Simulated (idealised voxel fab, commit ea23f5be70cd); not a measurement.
Documented hereafter: the process module known as voxel tone inversion.
The width of the displayed cross-section, cut, is 220 nm; its cells are square, with a size of 5 nm.
Reading order for cross-sections: top band down to bottom band. Underlying form: a grid of square cells. Band size: one or more rows of cells.
The entry gives the band's vertical extent as a top height and a bottom height in nm, then its horizontal make-up as materials from left to right, each with a width in nm. "empty" stands for empty space; a single material marked "throughout" fills the band edge to edge.
Heads up on the height convention: 0 is the point under which the incoming wafer is all one material, and the lowest band has no bottom, it just keeps going down, like "0 and below".
Graded width ("30 to 40"): value in top row of band = first number; value in bottom row = second number; row-to-row change constant.
Where the words "no modifications" appear for a step, the cross-section shows no cell changed by that step; every cell remained as before.
Closed-off voids of 8+ cells (no open route to the top) go in "Enclosed cavities", written width x height at distance from the left edge, in nm.
Read whatever lies past the settings on a step's line as the simulator's own remark about the step.
"overlay nm" answers the question of how far to the right of plan the mask lay on a step that has a mask, and when it is negative the answer is to the left.
This section lists the process steps that were planned:
1 RECEIVE: material Si
2 CONFORMAL_DEP: material SiCN, thk nm 10
3 DIRECTIONAL_DEP: material polySi, thk nm 15
4 PATTERN: tone cover, mask id POSTS, material resist, width nm 20, pitch nm 50, thk nm 20, overlay nm 0
5 DIRECTIONAL_ETCH: etch materials polySi, depth nm 15
6 STRIP: etch materials resist
7 FILL_DEP: material SiO2, thk nm 10
8 CMP: height nm 25
9 STRIP: etch materials polySi
10 CONFORMAL_DEP: material TiN, thk nm 5
11 FILL_DEP: material Ru, thk nm 5
12 CMP: height nm 25
13 CONFORMAL_DEP: material SiN, thk nm 5
On the first of the two wafers: run conducted according to plan:
Cross-section of the wafer upon arrival, representing the state reached after step 1:
- 0 and below  Si throughout
- Enclosed cavities: none
Cross-section: wafer state after step 2:
- 10 down to 0  SiCN throughout
- Below 0, the layers are the same as they were.
Cross-section: wafer state after step 3:
- 25 down to 10  polySi throughout
- Below 10, the layers are the same as they were.
Cross-section: wafer state after step 4:
- 45 down to 25  empty 50 nm  resist 20 nm  empty 30 nm  resist 20 nm  empty 30 nm  resist 20 nm  empty 50 nm
- Below 25, the layers are the same as they were.
Cross-section: wafer state after step 5:
- 45 down to 25  empty 50 nm  resist 20 nm  empty 30 nm  resist 20 nm  empty 30 nm  resist 20 nm  empty 50 nm
- 25 down to 10  empty 50 nm  polySi 20 nm  empty 30 nm  polySi 20 nm  empty 30 nm  polySi 20 nm  empty 50 nm
- Below 10, the layers are the same as they were.
Cross-section: wafer state after step 6:
- 25 down to 10  empty 50 nm  polySi 20 nm  empty 30 nm  polySi 20 nm  empty 30 nm  polySi 20 nm  empty 50 nm
- Below 10, the layers are the same as they were.
Cross-section: wafer state after step 7:
- 35 down to 25  SiO2 throughout
- 25 down to 10  SiO2 50 nm  polySi 20 nm  SiO2 30 nm  polySi 20 nm  SiO2 30 nm  polySi 20 nm  SiO2 50 nm
- Below 10, the layers are the same as they were.
Cross-section: wafer state after step 8:
- 25 down to 10  SiO2 50 nm  polySi 20 nm  SiO2 30 nm  polySi 20 nm  SiO2 30 nm  polySi 20 nm  SiO2 50 nm
- Below 10, the layers are the same as they were.
Cross-section: wafer state after step 9:
- 25 down to 10  SiO2 50 nm  empty 20 nm  SiO2 30 nm  empty 20 nm  SiO2 30 nm  empty 20 nm  SiO2 50 nm
- Below 10, the layers are the same as they were.
Cross-section: wafer state after step 10:
- 30 down to 25  TiN 55 nm  empty 10 nm  TiN 40 nm  empty 10 nm  TiN 40 nm  empty 10 nm  TiN 55 nm
- 25 down to 15  SiO2 50 nm  TiN 5 nm  empty 10 nm  TiN 5 nm  SiO2 30 nm  TiN 5 nm  empty 10 nm  TiN 5 nm  SiO2 30 nm  TiN 5 nm  empty 10 nm  TiN 5 nm  SiO2 50 nm
- 15 down to 10  SiO2 50 nm  TiN 20 nm  SiO2 30 nm  TiN 20 nm  SiO2 30 nm  TiN 20 nm  SiO2 50 nm
- Below 10, the layers are the same as they were.
Cross-section: wafer state after step 11:
- 35 down to 30  Ru throughout
- 30 down to 25  TiN 55 nm  Ru 10 nm  TiN 40 nm  Ru 10 nm  TiN 40 nm  Ru 10 nm  TiN 55 nm
- 25 down to 15  SiO2 50 nm  TiN 5 nm  Ru 10 nm  TiN 5 nm  SiO2 30 nm  TiN 5 nm  Ru 10 nm  TiN 5 nm  SiO2 30 nm  TiN 5 nm  Ru 10 nm  TiN 5 nm  SiO2 50 nm
- Below 15, the layers are the same as they were.
Cross-section: wafer state after step 12:
- 25 down to 15  SiO2 50 nm  TiN 5 nm  Ru 10 nm  TiN 5 nm  SiO2 30 nm  TiN 5 nm  Ru 10 nm  TiN 5 nm  SiO2 30 nm  TiN 5 nm  Ru 10 nm  TiN 5 nm  SiO2 50 nm
- Below 15, the layers are the same as they were.
Cross-section: wafer state after step 13:
- 30 down to 25  SiN throughout
- Below 25, the layers are the same as they were.
Wafer two: like wafer one in start and plan, but with one mistake in execution; identical up to and including step 6:
Look at the second wafer in cross-section at the time step 7 ought to have finished:
- 45 down to 25  SiO2 throughout
- 25 down to 10  SiO2 50 nm  polySi 20 nm  SiO2 30 nm  polySi 20 nm  SiO2 30 nm  polySi 20 nm  SiO2 50 nm
- Below 10, the layers are the same as they were.
Look at the second wafer in cross-section at the time step 8 ought to have finished:
- 25 down to 10  SiO2 50 nm  polySi 20 nm  SiO2 30 nm  polySi 20 nm  SiO2 30 nm  polySi 20 nm  SiO2 50 nm
- Below 10, the layers are the same as they were.
Look at the second wafer in cross-section at the time step 9 ought to have finished:
- 25 down to 10  SiO2 50 nm  empty 20 nm  SiO2 30 nm  empty 20 nm  SiO2 30 nm  empty 20 nm  SiO2 50 nm
- Below 10, the layers are the same as they were.
Look at the second wafer in cross-section at the time step 10 ought to have finished:
- 30 down to 25  TiN 55 nm  empty 10 nm  TiN 40 nm  empty 10 nm  TiN 40 nm  empty 10 nm  TiN 55 nm
- 25 down to 15  SiO2 50 nm  TiN 5 nm  empty 10 nm  TiN 5 nm  SiO2 30 nm  TiN 5 nm  empty 10 nm  TiN 5 nm  SiO2 30 nm  TiN 5 nm  empty 10 nm  TiN 5 nm  SiO2 50 nm
- 15 down to 10  SiO2 50 nm  TiN 20 nm  SiO2 30 nm  TiN 20 nm  SiO2 30 nm  TiN 20 nm  SiO2 50 nm
- Below 10, the layers are the same as they were.
Look at the second wafer in cross-section at the time step 11 ought to have finished:
- 35 down to 30  Ru throughout
- 30 down to 25  TiN 55 nm  Ru 10 nm  TiN 40 nm  Ru 10 nm  TiN 40 nm  Ru 10 nm  TiN 55 nm
- 25 down to 15  SiO2 50 nm  TiN 5 nm  Ru 10 nm  TiN 5 nm  SiO2 30 nm  TiN 5 nm  Ru 10 nm  TiN 5 nm  SiO2 30 nm  TiN 5 nm  Ru 10 nm  TiN 5 nm  SiO2 50 nm
- Below 15, the layers are the same as they were.
Look at the second wafer in cross-section at the time step 12 ought to have finished:
- 25 down to 15  SiO2 50 nm  TiN 5 nm  Ru 10 nm  TiN 5 nm  SiO2 30 nm  TiN 5 nm  Ru 10 nm  TiN 5 nm  SiO2 30 nm  TiN 5 nm  Ru 10 nm  TiN 5 nm  SiO2 50 nm
- Below 15, the layers are the same as they were.
Look at the second wafer in cross-section at the time step 13 ought to have finished:
- 30 down to 25  SiN throughout
- Below 25, the layers are the same as they were.
Deviation from plan: step 7 of the plan was twice carried out
The two wafers come out with the same cross-section, meaning that, for this model, the mistake has no consequence in the computed result.
